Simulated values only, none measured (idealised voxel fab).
This section sets out a process module, namely voxel fin reveal.
Square cells of 5 nm make up the cross-section cut, whose width is 180 nm.
A cross-section in this document is a grid of square cells, and it is written down as bands, the top band listed before the ones below it; a band is made up of one or more rows of cells.
Heads up on the band format: heights come first, top then bottom, in nm. After that it's the materials left to right, each with its width in nm. A single material flagged "edge to edge" fills the whole band edge to edge, and "blank" means there's empty space there.
Note: height 0 marks the level under which the wafer is uniformly one material as received. Lowest band unbounded below, written "0..down".
A two-number width, for instance "30->40", indicates that the width is equal to the first number in the top row of the band and to the second number in the bottom row, and that it changes by a constant amount per row of cells.
"nothing was modified" -> step changed no cross-section cell.
"Completely sealed voids" contains a list of empty spaces, each no smaller than 8 cells and without an open way to the top, written in the form width x height at distance with the distance from the left edge and all three in nm.
The remark found on a step's line after its settings is issued by the simulator itself and pertains to that step.
Each step line may optionally specify "overlay nm", which for a step with a mask gives the rightward distance between the mask's planned place and where it lay, a negative value indicating the leftward direction.

The steps planned for the process are as follows:
1. RECEIVE (material Si)
2. CONFORMAL_DEP (material SiN; thk nm 10)
3. DIRECTIONAL_DEP (material aC; thk nm 10)
4. PATTERN (tone cover; mask id FINS; material resist; width nm 15; pitch nm 45; thk nm 25; overlay nm 0)
5. DIRECTIONAL_ETCH (etch materials aC; depth nm 10)
6. STRIP (etch materials resist)
7. DIRECTIONAL_ETCH (etch materials SiN; depth nm 10)
8. DIRECTIONAL_ETCH (etch materials Si; depth nm 30)
9. STRIP (etch materials aC)
10. FILL_DEP (material SiO2; thk nm 10)
11. CMP (height nm 10)
12. SELECTIVE_ETCH (etch materials SiO2; depth nm 30)
13. STRIP (etch materials SiN)
14. CONFORMAL_DEP (material HfO2; thk nm 5)

first wafer, as planned:

Wafer as received: cross-section following step 1:
* 0..down = Si edge to edge
* Completely sealed voids: none

Cross-section of the wafer subsequent to step 2:
* 10..0 = SiN edge to edge
* Nothing below the height 0 has changed.

Cross-section of the wafer subsequent to step 3:
* 20..10 = aC edge to edge
* Nothing below the height 10 has changed.

Cross-section of the wafer subsequent to step 4:
* 45..20 = blank 60  resist 15  blank 30  resist 15  blank 60
* Nothing below the height 20 has changed.

Cross-section of the wafer subsequent to step 5:
* 35..20 = blank 60  resist 15  blank 30  resist 15  blank 60
* 20..10 = blank 60  aC 15  blank 30  aC 15  blank 60
* Nothing below the height 10 has changed.

Cross-section of the wafer subsequent to step 6:
* 20..10 = blank 60  aC 15  blank 30  aC 15  blank 60
* Nothing below the height 10 has changed.

Cross-section of the wafer subsequent to step 7:
* 20..10 = blank 60  aC 15  blank 30  aC 15  blank 60
* 10..0 = blank 60  SiN 15  blank 30  SiN 15  blank 60
* Nothing below the height 0 has changed.

Cross-section of the wafer subsequent to step 8:
* 20..10 = blank 60  aC 15  blank 30  aC 15  blank 60
* 10..0 = blank 60  SiN 15  blank 30  SiN 15  blank 60
* 0..-30 = blank 60  Si 15  blank 30  Si 15  blank 60
* Nothing below the height -30 has changed.

Cross-section of the wafer subsequent to step 9:
* 10..0 = blank 60  SiN 15  blank 30  SiN 15  blank 60
* Nothing below the height 0 has changed.

Cross-section of the wafer subsequent to step 10:
* 20..10 = SiO2 edge to edge
* 10..0 = SiO2 60  SiN 15  SiO2 30  SiN 15  SiO2 60
* 0..-30 = SiO2 60  Si 15  SiO2 30  Si 15  SiO2 60
* Nothing below the height -30 has changed.

Cross-section of the wafer subsequent to step 11:
* 10..0 = SiO2 60  SiN 15  SiO2 30  SiN 15  SiO2 60
* Nothing below the height 0 has changed.

Cross-section of the wafer subsequent to step 12:
* 10..0 = blank 60  SiN 15  blank 30  SiN 15  blank 60
* 0..-20 = blank 60  Si 15  blank 30  Si 15  blank 60
* Nothing below the height -20 has changed.

Cross-section of the wafer subsequent to step 13:
* 0..-20 = blank 60  Si 15  blank 30  Si 15  blank 60
* Nothing below the height -20 has changed.

Cross-section of the wafer subsequent to step 14:
* 5..0 = blank 55  HfO2 25  blank 20  HfO2 25  blank 55
* 0..-15 = blank 55  HfO2 5  Si 15  HfO2 5  blank 20  HfO2 5  Si 15  HfO2 5  blank 55
* -15..-20 = HfO2 60  Si 15  HfO2 30  Si 15  HfO2 60
* Nothing below the height -20 has changed.

It is to be noted that the second wafer proceeded from the same initial state and according to the same plan as the first, although one mistake was committed in its execution; through step 11, inclusive, the two wafers share an identical history:

Second wafer profile in section, at the moment step 12 of the plan was meant to be complete:
* 10..0 = SiO2 60  blank 15  SiO2 30  blank 15  SiO2 60
* Nothing below the height 0 has changed.

Second wafer profile in section, at the moment step 13 of the plan was meant to be complete:
* 0..-20 = blank 60  Si 15  blank 30  Si 15  blank 60
* -20..-30 = SiO2 30  blank 30  Si 15  blank 30  Si 15  blank 30  SiO2 30
* Nothing below the height -30 has changed.

Second wafer profile in section, at the moment step 14 of the plan was meant to be complete:
* 5..0 = blank 55  HfO2 25  blank 20  HfO2 25  blank 55
* 0..-15 = blank 55  HfO2 5  Si 15  HfO2 5  blank 20  HfO2 5  Si 15  HfO2 5  blank 55
* -15..-20 = HfO2 35  blank 20  HfO2 5  Si 15  HfO2 5  blank 20  HfO2 5  Si 15  HfO2 5  blank 20  HfO2 35
* -20..-25 = SiO2 30  HfO2 5  blank 20  HfO2 5  Si 15  HfO2 5  blank 20  HfO2 5  Si 15  HfO2 5  blank 20  HfO2 5  SiO2 30
* -25..-30 = SiO2 30  HfO2 30  Si 15  HfO2 30  Si 15  HfO2 30  SiO2 30
* Nothing below the height -30 has changed.
What was done differently from what was planned? step 13 occupied the plan position of step 12, and the converse holds as well
Wrapping up, a cell-based count of both wafers puts the second over or under the first for these materials: +12 HfO2, -36 SiO2
